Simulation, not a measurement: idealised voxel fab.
Module name: voxel self aligned contacts (process module)
Displayed cross-section: cut, width of 200 nm, square cells sized 5 nm.
Bands, listed from the top down, are how a cross-section gets written in this document; the cross-section itself is a grid of square cells, and a band is one or more rows of them. Top, bottom (nm), then materials left to right with widths (nm); lone material tagged "edge to edge" fills the whole band edge to edge; "empty" = empty space. A quick word on heights: they are counted from 0, and under that level the wafer as it came to us is one material throughout. The lowest band is different from the rest in having no bottom; it simply continues downward, written as in "z 0 and below". The width entry "30 to 40" should be interpreted row by row: the top row of cells in the band takes the first number, the bottom row takes the second number, and the change between adjacent rows is uniform throughout. The designation "remained unchanged", where it is given for a processing step, indicates that no cell of the cross-section was altered in the course of that step. The list in "Entrapped voids" covers empty spaces of 8 cells or more that cannot reach the top through any open way, and it gives each as width x height at distance; the distance is from the left edge, and width, height and distance are in nm. That trailing text on a step's line, after the settings, is the simulator's own remark on the step. "overlay nm", when on a step's line for a step with a mask, measures how far to the right of its planned place the mask lay; a negative measure means to the left.
Process steps (planned)
1) op RECEIVE | material Si
2) op OXIDIZE | depth nm 5
3) op DIRECTIONAL_DEP | material polySi | thk nm 20
4) op DIRECTIONAL_DEP | material SiN | thk nm 25
5) op DIRECTIONAL_DEP | material aC | thk nm 10
6) op PATTERN | tone cover | mask id GATE | material resist | width nm 30 | pitch nm 65 | thk nm 30 | overlay nm 0
7) op DIRECTIONAL_ETCH | etch materials aC | depth nm 10
8) op STRIP | etch materials resist
9) op DIRECTIONAL_ETCH | etch materials SiN | depth nm 25
10) op DIRECTIONAL_ETCH | etch materials polySi | depth nm 20
11) op STRIP | etch materials aC
12) op CONFORMAL_DEP | material SiN | thk nm 10
13) op DIRECTIONAL_ETCH | etch materials SiN | depth nm 10
14) op FILL_DEP | material SiO2 | thk nm 20
15) op CMP | height nm 55
16) op MASKED_ETCH | tone open | mask id CONTACT | width nm 45 | pitch nm 65 | etch materials SiO2 | depth nm 60 | overlay nm 0
17) op CONFORMAL_DEP | material TiN | thk nm 5
18) op FILL_DEP | material Ru | thk nm 10
19) op CMP | height nm 55
20) op CONFORMAL_DEP | material SiN | thk nm 5
Run as planned: first of two wafers
Cross-section of the wafer upon arrival, representing the state reached after step 1
    z 0 and below  Si edge to edge
    Entrapped voids: none
after step 2
    z 0 to -5  SiO2 edge to edge
    Beneath the level -5, the cross-section is identical to its previous state.
after step 3
    z 20 to 0  polySi edge to edge
    Beneath the level 0, the cross-section is identical to its previous state.
after step 4
    z 45 to 20  SiN edge to edge
    Beneath the level 20, the cross-section is identical to its previous state.
after step 5
    z 55 to 45  aC edge to edge
    Beneath the level 45, the cross-section is identical to its previous state.
after step 6
    z 85 to 55  empty 20; resist 30; empty 35; resist 30; empty 35; resist 30; empty 20
    Beneath the level 55, the cross-section is identical to its previous state.
after step 7
    z 75 to 55  empty 20; resist 30; empty 35; resist 30; empty 35; resist 30; empty 20
    z 55 to 45  empty 20; aC 30; empty 35; aC 30; empty 35; aC 30; empty 20
    Beneath the level 45, the cross-section is identical to its previous state.
after step 8
    z 55 to 45  empty 20; aC 30; empty 35; aC 30; empty 35; aC 30; empty 20
    Beneath the level 45, the cross-section is identical to its previous state.
after step 9
    z 55 to 45  empty 20; aC 30; empty 35; aC 30; empty 35; aC 30; empty 20
    z 45 to 20  empty 20; SiN 30; empty 35; SiN 30; empty 35; SiN 30; empty 20
    Beneath the level 20, the cross-section is identical to its previous state.
after step 10
    z 55 to 45  empty 20; aC 30; empty 35; aC 30; empty 35; aC 30; empty 20
    z 45 to 20  empty 20; SiN 30; empty 35; SiN 30; empty 35; SiN 30; empty 20
    z 20 to 0  empty 20; polySi 30; empty 35; polySi 30; empty 35; polySi 30; empty 20
    Beneath the level 0, the cross-section is identical to its previous state.
after step 11
    z 45 to 20  empty 20; SiN 30; empty 35; SiN 30; empty 35; SiN 30; empty 20
    Beneath the level 20, the cross-section is identical to its previous state.
after step 12
    z 55 to 20  empty 10; SiN 50; empty 15; SiN 50; empty 15; SiN 50; empty 10
    z 20 to 10  empty 10; SiN 10; polySi 30; SiN 10; empty 15; SiN 10; polySi 30; SiN 10; empty 15; SiN 10; polySi 30; SiN 10; empty 10
    z 10 to 0  SiN 20; polySi 30; SiN 35; polySi 30; SiN 35; polySi 30; SiN 20
    Beneath the level 0, the cross-section is identical to its previous state.
after step 13
    z 45 to 20  empty 10; SiN 50; empty 15; SiN 50; empty 15; SiN 50; empty 10
    z 20 to 0  empty 10; SiN 10; polySi 30; SiN 10; empty 15; SiN 10; polySi 30; SiN 10; empty 15; SiN 10; polySi 30; SiN 10; empty 10
    Beneath the level 0, the cross-section is identical to its previous state.
after step 14
    z 65 to 45  SiO2 edge to edge
    z 45 to 20  SiO2 10; SiN 50; SiO2 15; SiN 50; SiO2 15; SiN 50; SiO2 10
    z 20 to 0  SiO2 10; SiN 10; polySi 30; SiN 10; SiO2 15; SiN 10; polySi 30; SiN 10; SiO2 15; SiN 10; polySi 30; SiN 10; SiO2 10
    Beneath the level 0, the cross-section is identical to its previous state.
after step 15
    z 55 to 45  SiO2 edge to edge
    Beneath the level 45, the cross-section is identical to its previous state.
after step 16
    z 55 to 45  SiO2 45; empty 45; SiO2 20; empty 45; SiO2 45
    z 45 to 20  SiO2 10; SiN 50; empty 15; SiN 50; empty 15; SiN 50; SiO2 10
    z 20 to 0  SiO2 10; SiN 10; polySi 30; SiN 10; empty 15; SiN 10; polySi 30; SiN 10; empty 15; SiN 10; polySi 30; SiN 10; SiO2 10
    z 0 to -5  SiO2 60; empty 15; SiO2 50; empty 15; SiO2 60
    Beneath the level -5, the cross-section is identical to its previous state.
after step 17
    z 60 to 55  TiN 50; empty 35; TiN 30; empty 35; TiN 50
    z 55 to 45  SiO2 45; TiN 5 to 20; empty 35 to 5; TiN 5 to 20; SiO2 20; TiN 5 to 20; empty 35 to 5; TiN 5 to 20; SiO2 45
    z 45 to 20  SiO2 10; SiN 50; TiN 5; empty 5; TiN 5; SiN 50; TiN 5; empty 5; TiN 5; SiN 50; SiO2 10
    z 20 to 0  SiO2 10; SiN 10; polySi 30; SiN 10; TiN 5; empty 5; TiN 5; SiN 10; polySi 30; SiN 10; TiN 5; empty 5; TiN 5; SiN 10; polySi 30; SiN 10; SiO2 10
    z 0 to -5  SiO2 60; TiN 15; SiO2 50; TiN 15; SiO2 60
    Beneath the level -5, the cross-section is identical to its previous state.
after step 18
    z 70 to 60  Ru edge to edge
    z 60 to 55  TiN 50; Ru 35; TiN 30; Ru 35; TiN 50
    z 55 to 45  SiO2 45; TiN 5 to 20; Ru 35 to 5; TiN 5 to 20; SiO2 20; TiN 5 to 20; Ru 35 to 5; TiN 5 to 20; SiO2 45
    z 45 to 20  SiO2 10; SiN 50; TiN 5; Ru 5; TiN 5; SiN 50; TiN 5; Ru 5; TiN 5; SiN 50; SiO2 10
    z 20 to 0  SiO2 10; SiN 10; polySi 30; SiN 10; TiN 5; Ru 5; TiN 5; SiN 10; polySi 30; SiN 10; TiN 5; Ru 5; TiN 5; SiN 10; polySi 30; SiN 10; SiO2 10
    Beneath the level 0, the cross-section is identical to its previous state.
after step 19
    z 55 to 45  SiO2 45; TiN 5 to 20; Ru 35 to 5; TiN 5 to 20; SiO2 20; TiN 5 to 20; Ru 35 to 5; TiN 5 to 20; SiO2 45
    Beneath the level 45, the cross-section is identical to its previous state.
after step 20
    z 60 to 55  SiN edge to edge
    Beneath the level 55, the cross-section is identical to its previous state.
Wafer two of two - same starting point, same process plan, one mistake in execution; matches wafer one up to and including step 15
Cross-section of the second wafer at the time by which step 16 should have been completed according to the plan
    z 55 to 45  SiO2 40; empty 45; SiO2 20; empty 45; SiO2 50
    z 45 to 20  SiO2 10; SiN 50; empty 15; SiN 50; empty 15; SiN 50; SiO2 10
    z 20 to 0  SiO2 10; SiN 10; polySi 30; SiN 10; empty 15; SiN 10; polySi 30; SiN 10; empty 15; SiN 10; polySi 30; SiN 10; SiO2 10
    z 0 to -5  SiO2 60; empty 15; SiO2 50; empty 15; SiO2 60
    Beneath the level -5, the cross-section is identical to its previous state.
Cross-section of the second wafer at the time by which step 17 should have been completed according to the plan
    z 60 to 55  TiN 45; empty 35; TiN 30; empty 35; TiN 55
    z 55 to 45  SiO2 40; TiN 5 to 25; empty 35 to 5; TiN 5 to 15; SiO2 20; TiN 5 to 25; empty 35 to 5; TiN 5 to 15; SiO2 50
    z 45 to 20  SiO2 10; SiN 50; TiN 5; empty 5; TiN 5; SiN 50; TiN 5; empty 5; TiN 5; SiN 50; SiO2 10
    z 20 to 0  SiO2 10; SiN 10; polySi 30; SiN 10; TiN 5; empty 5; TiN 5; SiN 10; polySi 30; SiN 10; TiN 5; empty 5; TiN 5; SiN 10; polySi 30; SiN 10; SiO2 10
    z 0 to -5  SiO2 60; TiN 15; SiO2 50; TiN 15; SiO2 60
    Beneath the level -5, the cross-section is identical to its previous state.
Cross-section of the second wafer at the time by which step 18 should have been completed according to the plan
    z 70 to 60  Ru edge to edge
    z 60 to 55  TiN 45; Ru 35; TiN 30; Ru 35; TiN 55
    z 55 to 45  SiO2 40; TiN 5 to 25; Ru 35 to 5; TiN 5 to 15; SiO2 20; TiN 5 to 25; Ru 35 to 5; TiN 5 to 15; SiO2 50
    z 45 to 20  SiO2 10; SiN 50; TiN 5; Ru 5; TiN 5; SiN 50; TiN 5; Ru 5; TiN 5; SiN 50; SiO2 10
    z 20 to 0  SiO2 10; SiN 10; polySi 30; SiN 10; TiN 5; Ru 5; TiN 5; SiN 10; polySi 30; SiN 10; TiN 5; Ru 5; TiN 5; SiN 10; polySi 30; SiN 10; SiO2 10
    Beneath the level 0, the cross-section is identical to its previous state.
Cross-section of the second wafer at the time by which step 19 should have been completed according to the plan
    z 55 to 45  SiO2 40; TiN 5 to 25; Ru 35 to 5; TiN 5 to 15; SiO2 20; TiN 5 to 25; Ru 35 to 5; TiN 5 to 15; SiO2 50
    Beneath the level 45, the cross-section is identical to its previous state.
Cross-section of the second wafer at the time by which step 20 should have been completed according to the plan
    z 60 to 55  SiN edge to edge
    Beneath the level 55, the cross-section is identical to its previous state.
Where did the run depart from the plan? step 16 did not use the planned setting and instead ran as op MASKED_ETCH | tone open | mask id CONTACT | width nm 45 | pitch nm 65 | etch materials SiO2 | depth nm 60 | overlay nm -5
Heads up: at the end the two wafers have identical cell counts per material, they're just laid out differently.
